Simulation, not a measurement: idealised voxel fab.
Name of the process module below: voxel self aligned vias
Cross-sectional view cut (width: 275 nm; square cell size: 5 nm).
Cross-section format: a grid of square cells, given as bands from top to bottom; each band is one or more rows of cells.
What a band's entry tells you: where the top is and where the bottom is, as heights in nm, and after that what lies inside, material by material from left to right, each with its width in nm. Empty space is written as the word "blank", and a single material marked with the word "full width" occupies the band from edge to edge.
Height datum 0, below which the as-received substrate wafer is one material. Lowest band open at the bottom, running downward: "0..down".
Read "30->40" as a graded width: first number on top, second number at the bottom, same change between each pair of neighbouring rows.
No cell of the cross-section changed in a step that is given as "remained the same".
In the "Closed void list" entry, you get each enclosed empty space of 8 cells or more, one with no open way to the top, written width x height at distance, distance from the left edge, in nm.
What comes after the settings on a step's line is commentary from the simulator itself on that step.
A step line may carry the setting "overlay nm", which, for steps involving a mask, states the distance by which the mask lay to the right of its intended position; negative values denote displacement to the left.

Here's what the planned process steps look like
| 1 | RECEIVE (material Si) |
| 2 | CONFORMAL_DEP (material SiO2; thk nm 15) |
| 3 | CONFORMAL_DEP (material SiCN; thk nm 5) |
| 4 | DIRECTIONAL_DEP (material lowk; thk nm 30) |
| 5 | DIRECTIONAL_DEP (material aC; thk nm 15) |
| 6 | PATTERN (tone open; mask id LINES; material resist; width nm 20; pitch nm 60; thk nm 35; overlay nm 0) |
| 7 | DIRECTIONAL_ETCH (etch materials aC; depth nm 15) |
| 8 | STRIP (etch materials resist) |
| 9 | DIRECTIONAL_ETCH (etch materials lowk; depth nm 30) |
| 10 | STRIP (etch materials aC) |
| 11 | CONFORMAL_DEP (material TiN; thk nm 5) |
| 12 | FILL_DEP (material W; thk nm 10) |
| 13 | CMP (height nm 50) |
| 14 | SELECTIVE_ETCH (etch materials W Ru TiN; depth nm 5) |
| 15 | FILL_DEP (material SiN; thk nm 5) |
| 16 | CMP (height nm 50) |
| 17 | DIRECTIONAL_DEP (material lowk; thk nm 20) |
| 18 | MASKED_ETCH (tone open; mask id VIAS; width nm 30; pitch nm 60; etch materials lowk; depth nm 20; overlay nm 0) |
| 19 | MASKED_ETCH (tone open; mask id VIAS; width nm 30; pitch nm 60; etch materials SiN; depth nm 5; overlay nm 0) |
| 20 | CONFORMAL_DEP (material TiN; thk nm 5) |
| 21 | FILL_DEP (material Cu; thk nm 10) |
| 22 | CMP (height nm 70) |
| 23 | CONFORMAL_DEP (material SiN; thk nm 5) |

The first of two wafers, run as planned

Shown in cross-section is the wafer as received, that is, as it stands after step 1
  0..down = Si full width
  Closed void list: none

The wafer in cross-section once step 2 is complete
  15..0 = SiO2 full width
  Anything lower than 0 is untouched.

The wafer in cross-section once step 3 is complete
  20..15 = SiCN full width
  Anything lower than 15 is untouched.

The wafer in cross-section once step 4 is complete
  50..20 = lowk full width
  Anything lower than 20 is untouched.

The wafer in cross-section once step 5 is complete
  65..50 = aC full width
  Anything lower than 50 is untouched.

The wafer in cross-section once step 6 is complete
  100..65 = resist=65 | blank=20 | resist=40 | blank=20 | resist=40 | blank=20 | resist=70
  Anything lower than 65 is untouched.

The wafer in cross-section once step 7 is complete
  85..65 = resist=65 | blank=20 | resist=40 | blank=20 | resist=40 | blank=20 | resist=70
  65..50 = aC=65 | blank=20 | aC=40 | blank=20 | aC=40 | blank=20 | aC=70
  Anything lower than 50 is untouched.

The wafer in cross-section once step 8 is complete
  65..50 = aC=65 | blank=20 | aC=40 | blank=20 | aC=40 | blank=20 | aC=70
  Anything lower than 50 is untouched.

The wafer in cross-section once step 9 is complete
  65..50 = aC=65 | blank=20 | aC=40 | blank=20 | aC=40 | blank=20 | aC=70
  50..20 = lowk=65 | blank=20 | lowk=40 | blank=20 | lowk=40 | blank=20 | lowk=70
  Anything lower than 20 is untouched.

The wafer in cross-section once step 10 is complete
  50..20 = lowk=65 | blank=20 | lowk=40 | blank=20 | lowk=40 | blank=20 | lowk=70
  Anything lower than 20 is untouched.

The wafer in cross-section once step 11 is complete
  55..50 = TiN=70 | blank=10 | TiN=50 | blank=10 | TiN=50 | blank=10 | TiN=75
  50..25 = lowk=65 | TiN=5 | blank=10 | TiN=5 | lowk=40 | TiN=5 | blank=10 | TiN=5 | lowk=40 | TiN=5 | blank=10 | TiN=5 | lowk=70
  25..20 = lowk=65 | TiN=20 | lowk=40 | TiN=20 | lowk=40 | TiN=20 | lowk=70
  Anything lower than 20 is untouched.

The wafer in cross-section once step 12 is complete
  65..55 = W full width
  55..50 = TiN=70 | W=10 | TiN=50 | W=10 | TiN=50 | W=10 | TiN=75
  50..25 = lowk=65 | TiN=5 | W=10 | TiN=5 | lowk=40 | TiN=5 | W=10 | TiN=5 | lowk=40 | TiN=5 | W=10 | TiN=5 | lowk=70
  Anything lower than 25 is untouched.

The wafer in cross-section once step 13 is complete
  50..25 = lowk=65 | TiN=5 | W=10 | TiN=5 | lowk=40 | TiN=5 | W=10 | TiN=5 | lowk=40 | TiN=5 | W=10 | TiN=5 | lowk=70
  Anything lower than 25 is untouched.

The wafer in cross-section once step 14 is complete
  50..45 = lowk=65 | blank=20 | lowk=40 | blank=20 | lowk=40 | blank=20 | lowk=70
  Anything lower than 45 is untouched.

The wafer in cross-section once step 15 is complete
  55..50 = SiN full width
  50..45 = lowk=65 | SiN=20 | lowk=40 | SiN=20 | lowk=40 | SiN=20 | lowk=70
  Anything lower than 45 is untouched.

The wafer in cross-section once step 16 is complete
  50..45 = lowk=65 | SiN=20 | lowk=40 | SiN=20 | lowk=40 | SiN=20 | lowk=70
  Anything lower than 45 is untouched.

The wafer in cross-section once step 17 is complete
  70..50 = lowk full width
  Anything lower than 50 is untouched.

The wafer in cross-section once step 18 is complete
  70..50 = lowk=60 | blank=30 | lowk=30 | blank=30 | lowk=30 | blank=30 | lowk=65
  Anything lower than 50 is untouched.

The wafer in cross-section once step 19 is complete
  70..50 = lowk=60 | blank=30 | lowk=30 | blank=30 | lowk=30 | blank=30 | lowk=65
  50..45 = lowk=65 | blank=20 | lowk=40 | blank=20 | lowk=40 | blank=20 | lowk=70
  Anything lower than 45 is untouched.

The wafer in cross-section once step 20 is complete
  75..70 = TiN=65 | blank=20 | TiN=40 | blank=20 | TiN=40 | blank=20 | TiN=70
  70..55 = lowk=60 | TiN=5 | blank=20 | TiN=5 | lowk=30 | TiN=5 | blank=20 | TiN=5 | lowk=30 | TiN=5 | blank=20 | TiN=5 | lowk=65
  55..50 = lowk=60 | TiN=10 | blank=10 | TiN=10 | lowk=30 | TiN=10 | blank=10 | TiN=10 | lowk=30 | TiN=10 | blank=10 | TiN=10 | lowk=65
  50..45 = lowk=65 | TiN=20 | lowk=40 | TiN=20 | lowk=40 | TiN=20 | lowk=70
  Anything lower than 45 is untouched.

The wafer in cross-section once step 21 is complete
  85..75 = Cu full width
  75..70 = TiN=65 | Cu=20 | TiN=40 | Cu=20 | TiN=40 | Cu=20 | TiN=70
  70..55 = lowk=60 | TiN=5 | Cu=20 | TiN=5 | lowk=30 | TiN=5 | Cu=20 | TiN=5 | lowk=30 | TiN=5 | Cu=20 | TiN=5 | lowk=65
  55..50 = lowk=60 | TiN=10 | Cu=10 | TiN=10 | lowk=30 | TiN=10 | Cu=10 | TiN=10 | lowk=30 | TiN=10 | Cu=10 | TiN=10 | lowk=65
  Anything lower than 50 is untouched.

The wafer in cross-section once step 22 is complete
  70..55 = lowk=60 | TiN=5 | Cu=20 | TiN=5 | lowk=30 | TiN=5 | Cu=20 | TiN=5 | lowk=30 | TiN=5 | Cu=20 | TiN=5 | lowk=65
  Anything lower than 55 is untouched.

The wafer in cross-section once step 23 is complete
  75..70 = SiN full width
  Anything lower than 70 is untouched.

second wafer: like start, like plan, one mistake. Through step 1 it matches the first wafer

Look at the second wafer in cross-section at the time step 2 ought to have finished
  15..0 = aC full width
  Anything lower than 0 is untouched.

Look at the second wafer in cross-section at the time step 3 ought to have finished
  20..15 = SiCN full width
  Anything lower than 15 is untouched.

Look at the second wafer in cross-section at the time step 4 ought to have finished
  50..20 = lowk full width
  Anything lower than 20 is untouched.

Look at the second wafer in cross-section at the time step 5 ought to have finished
  65..50 = aC full width
  Anything lower than 50 is untouched.

Look at the second wafer in cross-section at the time step 6 ought to have finished
  100..65 = resist=65 | blank=20 | resist=40 | blank=20 | resist=40 | blank=20 | resist=70
  Anything lower than 65 is untouched.

Look at the second wafer in cross-section at the time step 7 ought to have finished
  85..65 = resist=65 | blank=20 | resist=40 | blank=20 | resist=40 | blank=20 | resist=70
  65..50 = aC=65 | blank=20 | aC=40 | blank=20 | aC=40 | blank=20 | aC=70
  Anything lower than 50 is untouched.

Look at the second wafer in cross-section at the time step 8 ought to have finished
  65..50 = aC=65 | blank=20 | aC=40 | blank=20 | aC=40 | blank=20 | aC=70
  Anything lower than 50 is untouched.

Look at the second wafer in cross-section at the time step 9 ought to have finished
  65..50 = aC=65 | blank=20 | aC=40 | blank=20 | aC=40 | blank=20 | aC=70
  50..20 = lowk=65 | blank=20 | lowk=40 | blank=20 | lowk=40 | blank=20 | lowk=70
  Anything lower than 20 is untouched.

Look at the second wafer in cross-section at the time step 10 ought to have finished
  50..20 = lowk=65 | blank=20 | lowk=40 | blank=20 | lowk=40 | blank=20 | lowk=70
  Anything lower than 20 is untouched.

Look at the second wafer in cross-section at the time step 11 ought to have finished
  55..50 = TiN=70 | blank=10 | TiN=50 | blank=10 | TiN=50 | blank=10 | TiN=75
  50..25 = lowk=65 | TiN=5 | blank=10 | TiN=5 | lowk=40 | TiN=5 | blank=10 | TiN=5 | lowk=40 | TiN=5 | blank=10 | TiN=5 | lowk=70
  25..20 = lowk=65 | TiN=20 | lowk=40 | TiN=20 | lowk=40 | TiN=20 | lowk=70
  Anything lower than 20 is untouched.

Look at the second wafer in cross-section at the time step 12 ought to have finished
  65..55 = W full width
  55..50 = TiN=70 | W=10 | TiN=50 | W=10 | TiN=50 | W=10 | TiN=75
  50..25 = lowk=65 | TiN=5 | W=10 | TiN=5 | lowk=40 | TiN=5 | W=10 | TiN=5 | lowk=40 | TiN=5 | W=10 | TiN=5 | lowk=70
  Anything lower than 25 is untouched.

Look at the second wafer in cross-section at the time step 13 ought to have finished
  50..25 = lowk=65 | TiN=5 | W=10 | TiN=5 | lowk=40 | TiN=5 | W=10 | TiN=5 | lowk=40 | TiN=5 | W=10 | TiN=5 | lowk=70
  Anything lower than 25 is untouched.

Look at the second wafer in cross-section at the time step 14 ought to have finished
  50..45 = lowk=65 | blank=20 | lowk=40 | blank=20 | lowk=40 | blank=20 | lowk=70
  Anything lower than 45 is untouched.

Look at the second wafer in cross-section at the time step 15 ought to have finished
  55..50 = SiN full width
  50..45 = lowk=65 | SiN=20 | lowk=40 | SiN=20 | lowk=40 | SiN=20 | lowk=70
  Anything lower than 45 is untouched.

Look at the second wafer in cross-section at the time step 16 ought to have finished
  50..45 = lowk=65 | SiN=20 | lowk=40 | SiN=20 | lowk=40 | SiN=20 | lowk=70
  Anything lower than 45 is untouched.

Look at the second wafer in cross-section at the time step 17 ought to have finished
  70..50 = lowk full width
  Anything lower than 50 is untouched.

Look at the second wafer in cross-section at the time step 18 ought to have finished
  70..50 = lowk=60 | blank=30 | lowk=30 | blank=30 | lowk=30 | blank=30 | lowk=65
  Anything lower than 50 is untouched.

Look at the second wafer in cross-section at the time step 19 ought to have finished
  70..50 = lowk=60 | blank=30 | lowk=30 | blank=30 | lowk=30 | blank=30 | lowk=65
  50..45 = lowk=65 | blank=20 | lowk=40 | blank=20 | lowk=40 | blank=20 | lowk=70
  Anything lower than 45 is untouched.

Look at the second wafer in cross-section at the time step 20 ought to have finished
  75..70 = TiN=65 | blank=20 | TiN=40 | blank=20 | TiN=40 | blank=20 | TiN=70
  70..55 = lowk=60 | TiN=5 | blank=20 | TiN=5 | lowk=30 | TiN=5 | blank=20 | TiN=5 | lowk=30 | TiN=5 | blank=20 | TiN=5 | lowk=65
  55..50 = lowk=60 | TiN=10 | blank=10 | TiN=10 | lowk=30 | TiN=10 | blank=10 | TiN=10 | lowk=30 | TiN=10 | blank=10 | TiN=10 | lowk=65
  50..45 = lowk=65 | TiN=20 | lowk=40 | TiN=20 | lowk=40 | TiN=20 | lowk=70
  Anything lower than 45 is untouched.

Look at the second wafer in cross-section at the time step 21 ought to have finished
  85..75 = Cu full width
  75..70 = TiN=65 | Cu=20 | TiN=40 | Cu=20 | TiN=40 | Cu=20 | TiN=70
  70..55 = lowk=60 | TiN=5 | Cu=20 | TiN=5 | lowk=30 | TiN=5 | Cu=20 | TiN=5 | lowk=30 | TiN=5 | Cu=20 | TiN=5 | lowk=65
  55..50 = lowk=60 | TiN=10 | Cu=10 | TiN=10 | lowk=30 | TiN=10 | Cu=10 | TiN=10 | lowk=30 | TiN=10 | Cu=10 | TiN=10 | lowk=65
  Anything lower than 50 is untouched.

Look at the second wafer in cross-section at the time step 22 ought to have finished
  70..55 = lowk=60 | TiN=5 | Cu=20 | TiN=5 | lowk=30 | TiN=5 | Cu=20 | TiN=5 | lowk=30 | TiN=5 | Cu=20 | TiN=5 | lowk=65
  Anything lower than 55 is untouched.

Look at the second wafer in cross-section at the time step 23 ought to have finished
  75..70 = SiN full width
  Anything lower than 70 is untouched.
Where did the run depart from the plan? step 2 went in with a setting other than planned; the actual run was CONFORMAL_DEP (material aC; thk nm 15)
In the final state, the cell counts of the second wafer exceed or fall short of those of the first for the following materials: -165 SiO2, +165 aC
